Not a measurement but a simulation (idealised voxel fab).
Title: Process Module voxel transistor to metal
FYI the section here is cut, 200 nm wide, cells are 5 nm squares.
Notation: cross-section as square-cell grid; stated in bands, top first, going down; one or more cell rows per band.
Each band's line starts with the height of the band's top and of its bottom, in nm. Then come its materials from left to right, each with its width in nm. One material with "throughout" fills the band from edge to edge. "air" is empty space.
Zero point of the height axis is 0; under it, received wafer = one material. Lowest band: continues down indefinitely, "0 nm and below".
Top row gets the first number, bottom row gets the second, and each row in between changes by the same step: that is how a band width like "30->40" works.
It should be understood that the words "all unchanged", when stated for a given step, signify that the cross-section underwent no change in any of its cells during that step.
"Sealed void inventory": empty spaces of 8 cells or more with no open way to the top, each given as width x height at distance, distance from the left edge, all in nm.
Whatever follows a step's settings on its line is a remark the simulator itself makes about that step.
The "overlay nm" setting may appear on a step's line; for a step that uses a mask, it gives how far to the right of its planned position the mask lay, and a negative value indicates the left.

The process steps that were planned are listed below:
step 1: RECEIVE: material Si
step 2: CONFORMAL_DEP: material SiO2, thk nm 5
step 3: CONFORMAL_DEP: material SiN, thk nm 15
step 4: DIRECTIONAL_DEP: material aC, thk nm 10
step 5: PATTERN: tone cover, mask id ACTIVE, material resist, width nm 110, thk nm 25, overlay nm 0
step 6: DIRECTIONAL_ETCH: etch materials aC, depth nm 10
step 7: STRIP: etch materials resist
step 8: DIRECTIONAL_ETCH: etch materials SiN, depth nm 15
step 9: DIRECTIONAL_ETCH: etch materials SiO2, depth nm 5
step 10: DIRECTIONAL_ETCH: etch materials Si, depth nm 25
step 11: STRIP: etch materials aC
step 12: FILL_DEP: material SiO2, thk nm 10
step 13: CMP: height nm 20
step 14: SELECTIVE_ETCH: etch materials SiO2, depth nm 5
step 15: STRIP: etch materials SiN
step 16: SELECTIVE_ETCH: etch materials SiO2, depth nm 5
step 17: OXIDIZE: depth nm 5
step 18: DIRECTIONAL_DEP: material polySi, thk nm 20
step 19: DIRECTIONAL_DEP: material SiCN, thk nm 10
step 20: MASKED_ETCH: tone cover, mask id GATE, width nm 20, etch materials SiCN, depth nm 20, overlay nm 0
step 21: MASKED_ETCH: tone cover, mask id GATE, width nm 20, etch materials polySi, depth nm 30, overlay nm 0
step 22: CONFORMAL_DEP: material SiO2, thk nm 5
step 23: DIRECTIONAL_ETCH: etch materials SiO2, depth nm 5
step 24: CONFORMAL_DEP: material SiN, thk nm 5
step 25: DIRECTIONAL_ETCH: etch materials SiN, depth nm 5
step 26: DIRECTIONAL_ETCH: etch materials SiO2, depth nm 5
step 27: DIRECTIONAL_ETCH: etch materials Si, depth nm 5
step 28: EPI: material pSi, thk nm 5
step 29: FILL_DEP: material SiO2, thk nm 5
step 30: CMP: height nm 30
step 31: DIRECTIONAL_DEP: material SiO2, thk nm 15
step 32: PATTERN: tone open, mask id CONTACT, material resist, width nm 20, pitch nm 80, thk nm 20, overlay nm 0
step 33: DIRECTIONAL_ETCH: etch materials SiO2, depth nm 50
step 34: STRIP: etch materials resist
step 35: CONFORMAL_DEP: material TiN, thk nm 5
step 36: FILL_DEP: material W, thk nm 10
step 37: CMP: height nm 45
step 38: DIRECTIONAL_DEP: material TiN, thk nm 5
step 39: DIRECTIONAL_DEP: material Ru, thk nm 15
step 40: MASKED_ETCH: tone cover, mask id METAL_1, width nm 20, pitch nm 80, etch materials Ru, depth nm 15, overlay nm 0
step 41: MASKED_ETCH: tone cover, mask id METAL_1, width nm 20, pitch nm 80, etch materials TiN, depth nm 5, overlay nm 0
step 42: FILL_DEP: material lowk, thk nm 10
step 43: CMP: height nm 65
step 44: CONFORMAL_DEP: material SiCN, thk nm 5
step 45: DIRECTIONAL_DEP: material lowk, thk nm 35
step 46: PATTERN: tone open, mask id METAL_2_HOLES, material resist, width nm 15, pitch nm 80, thk nm 20, overlay nm 0
step 47: DIRECTIONAL_ETCH: etch materials lowk, depth nm 35
step 48: STRIP: etch materials resist
step 49: PATTERN: tone open, mask id METAL_2, material resist, width nm 20, pitch nm 80, thk nm 20, overlay nm 0
step 50: DIRECTIONAL_ETCH: etch materials lowk, depth nm 20
step 51: DIRECTIONAL_ETCH: etch materials SiCN, depth nm 5
step 52: STRIP: etch materials resist
step 53: CONFORMAL_DEP: material TiN, thk nm 5
step 54: FILL_DEP: material Ru, thk nm 10
step 55: CMP: height nm 105
step 56: CONFORMAL_DEP: material SiCN, thk nm 5

As-received state of the wafer in cross-section, equivalent to post-step 1:
- 0 nm and below: Si throughout
- Sealed void inventory: none

Cross-sectional result after module completion. Note: starting condition and plan are unchanged from above; one processing mistake was made:
- 110 nm to 105 nm: SiCN throughout
- 105 nm to 90 nm: lowk 50 nm | TiN 5 nm | Ru 10 nm | TiN 5 nm | lowk 60 nm | TiN 5 nm | Ru 10 nm | TiN 5 nm | lowk 50 nm
- 90 nm to 85 nm: lowk 50 nm | TiN 5 nm | Ru 5 nm | TiN 10 nm | lowk 60 nm | TiN 5 nm | Ru 5 nm | TiN 10 nm | lowk 50 nm
- 85 nm to 70 nm: lowk 50 nm | TiN 5 nm | Ru 5 nm | TiN 5 nm | lowk 65 nm | TiN 5 nm | Ru 5 nm | TiN 5 nm | lowk 55 nm
- 70 nm to 65 nm: SiCN 50 nm | TiN 15 nm | SiCN 65 nm | TiN 15 nm | SiCN 55 nm
- 65 nm to 50 nm: lowk 50 nm | Ru 20 nm | lowk 60 nm | Ru 20 nm | lowk 50 nm
- 50 nm to 45 nm: lowk 50 nm | TiN 20 nm | lowk 60 nm | TiN 20 nm | lowk 50 nm
- 45 nm to 30 nm: SiO2 50 nm | TiN 5 nm | W 15 nm | TiN 5 nm | SiO2 55 nm | TiN 5 nm | W 15 nm | TiN 5 nm | SiO2 45 nm
- 30 nm to 20 nm: SiO2 50 nm | TiN 5 nm | W 15 nm | TiN 5 nm | SiO2 5 nm | SiN 5 nm | SiO2 5 nm | SiCN 20 nm | SiO2 5 nm | SiN 5 nm | SiO2 10 nm | TiN 5 nm | W 15 nm | TiN 5 nm | SiO2 45 nm
- 20 nm to 10 nm: SiO2 50 nm | TiN 5 nm | W 15 nm | TiN 5 nm | SiO2 5 nm | SiN 5 nm | SiO2 5 nm | polySi 20 nm | SiO2 5 nm | SiN 5 nm | SiO2 10 nm | TiN 5 nm | W 15->10 nm | TiN 5->10 nm | SiO2 45 nm
- 10 nm to 0 nm: SiO2 45 nm | SiN 5 nm | TiN 5->10 nm | W 15->10 nm | TiN 5 nm | SiO2 5 nm | SiN 5 nm | SiO2 5 nm | polySi 20 nm | SiO2 5 nm | SiN 5 nm | SiO2 10 nm | TiN 5 nm | W 10->5 nm | TiN 5->10 nm | SiN 5 nm | SiO2 45 nm
- 0 nm to -5 nm: SiO2 50 nm | pSi 5 nm | TiN 20 nm | pSi 5 nm | SiO2 40 nm | pSi 5 nm | SiO2 5 nm | TiN 15 nm | pSi 5 nm | SiO2 50 nm
- -5 nm to -10 nm: SiO2 45 nm | Si 5 nm | pSi 30 nm | Si 40 nm | pSi 30 nm | Si 5 nm | SiO2 45 nm
- -10 nm to -25 nm: SiO2 45 nm | Si 110 nm | SiO2 45 nm
- -25 nm and below: Si throughout
- Sealed void inventory: none
Nonconformance to the process plan: heads up, step 32 didn't go per plan, it actually ran as PATTERN: tone open, mask id CONTACT, material resist, width nm 25, pitch nm 80, thk nm 20, overlay nm 0
